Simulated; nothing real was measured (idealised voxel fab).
Process module name: voxel air gaps
Xsec cut, 170 nm wide, square cell size 5 nm.
Reading order for cross-sections: top band down to bottom band. Underlying form: a grid of square cells. Band size: one or more rows of cells.
Quick guide to a band line: top height, bottom height (nm) up front; then every material left to right with its width in nm. Only one material and it's marked "all across"? Then it fills the band edge to edge. And "empty" just means empty space.
Where do heights start? At 0: under that level the wafer as delivered is made of one material only. And the lowest band has no floor; it just carries on downward, as in "0..down".
A width given as "30 to 40" starts at the first number in the band's top row and ends at the second number in its bottom row, shifting by an equal amount at every step from row to row.
"stayed the same", as given for a step, is the statement that not any cell of the cross-section underwent a change during that step.
Any empty space of 8 cells or more lacking an open way to the top shows up in "Enclosed internal voids" as width x height at distance, distance from the left edge, in nm.
On a step's line, text after the settings is the simulator commenting on that step.
The setting "overlay nm" may be written on the line of a step. When the step uses a mask, the value reports how far to the right of the planned place the mask lay, and a negative value reports that it lay to the left.

Process steps (planned)
1: op RECEIVE | material Si
2: op CONFORMAL_DEP | material SiO2 | thk nm 15
3: op CONFORMAL_DEP | material SiN | thk nm 5
4: op DIRECTIONAL_DEP | material SiO2 | thk nm 40
5: op MASKED_ETCH | tone open | mask id LINES | width nm 25 | pitch nm 50 | etch materials SiO2 | depth nm 40 | overlay nm 0
6: op CONFORMAL_DEP | material TiN | thk nm 5
7: op FILL_DEP | material W | thk nm 5
8: op CMP | height nm 60
9: op EPI | material Ru | thk nm 10
10: op SELECTIVE_ETCH | etch materials SiO2 | depth nm 50
11: op CONFORMAL_DEP | material SiCN | thk nm 5

First wafer out of two, processed as planned

So this is the incoming wafer in cross-section - it's already been through step 1
- 0..down = Si all across
- Enclosed internal voids: none

Upon completion of step 2, the wafer appears in cross-section as shown
- 15..0 = SiO2 all across
- Below 0, the layers are the same as they were.

Upon completion of step 3, the wafer appears in cross-section as shown
- 20..15 = SiN all across
- Below 15, the layers are the same as they were.

Upon completion of step 4, the wafer appears in cross-section as shown
- 60..20 = SiO2 all across
- Below 20, the layers are the same as they were.

Upon completion of step 5, the wafer appears in cross-section as shown
- 60..20 = SiO2 (20), empty (25), SiO2 (25), empty (25), SiO2 (25), empty (25), SiO2 (25)
- Below 20, the layers are the same as they were.

Upon completion of step 6, the wafer appears in cross-section as shown
- 65..60 = TiN (25), empty (15), TiN (35), empty (15), TiN (35), empty (15), TiN (30)
- 60..25 = SiO2 (20), TiN (5), empty (15), TiN (5), SiO2 (25), TiN (5), empty (15), TiN (5), SiO2 (25), TiN (5), empty (15), TiN (5), SiO2 (25)
- 25..20 = SiO2 (20), TiN (25), SiO2 (25), TiN (25), SiO2 (25), TiN (25), SiO2 (25)
- Below 20, the layers are the same as they were.

Upon completion of step 7, the wafer appears in cross-section as shown
- 70..65 = W all across
- 65..60 = TiN (25), W (15), TiN (35), W (15), TiN (35), W (15), TiN (30)
- 60..25 = SiO2 (20), TiN (5), W (15), TiN (5), SiO2 (25), TiN (5), W (15), TiN (5), SiO2 (25), TiN (5), W (15), TiN (5), SiO2 (25)
- Below 25, the layers are the same as they were.

Upon completion of step 8, the wafer appears in cross-section as shown
- 60..25 = SiO2 (20), TiN (5), W (15), TiN (5), SiO2 (25), TiN (5), W (15), TiN (5), SiO2 (25), TiN (5), W (15), TiN (5), SiO2 (25)
- Below 25, the layers are the same as they were.

Upon completion of step 9, the wafer appears in cross-section as shown
- 70..60 = empty (10), Ru (45), empty (5), Ru (45), empty (5), Ru (45), empty (15)
- Below 60, the layers are the same as they were.

Upon completion of step 10, the wafer appears in cross-section as shown
- 70..60 = empty (10), Ru (45), empty (5), Ru (45), empty (5), Ru (45), empty (15)
- 60..25 = empty (20), TiN (5), W (15), TiN (5), empty (25), TiN (5), W (15), TiN (5), empty (25), TiN (5), W (15), TiN (5), empty (25)
- 25..20 = empty (20), TiN (25), empty (25), TiN (25), empty (25), TiN (25), empty (25)
- Below 20, the layers are the same as they were.

Upon completion of step 11, the wafer appears in cross-section as shown
- 75..70 = empty (5), SiCN (155), empty (10)
- 70..60 = empty (5), SiCN (5), Ru (45), SiCN (5), Ru (45), SiCN (5), Ru (45), SiCN (5), empty (10)
- 60..55 = empty (5), SiCN (15), TiN (5), W (15), TiN (5), SiCN (25), TiN (5), W (15), TiN (5), SiCN (25), TiN (5), W (15), TiN (5), SiCN (15), empty (10)
- 55..25 = empty (15), SiCN (5), TiN (5), W (15), TiN (5), SiCN (5), empty (15), SiCN (5), TiN (5), W (15), TiN (5), SiCN (5), empty (15), SiCN (5), TiN (5), W (15), TiN (5), SiCN (5), empty (20)
- 25..20 = SiCN (20), TiN (25), SiCN (25), TiN (25), SiCN (25), TiN (25), SiCN (25)
- Below 20, the layers are the same as they were.
- Enclosed internal voids: 15 x 30 at 50; 15 x 30 at 100

Here the second wafer is described. Its start and its plan were those of the first wafer. Its run contained one mistake. Up to and including step 10, it did exactly what the first wafer did

Cross-section of the second wafer at the time by which step 11 should have been completed according to the plan: stayed the same
What was the processing mistake? step 11 from the plan never happened, it was just skipped
The second wafer ends with more or fewer cells of some materials than the first, per final count: 110 fewer of SiCN
Wafer, first: 2 closed voids at end. Wafer, second: 0.
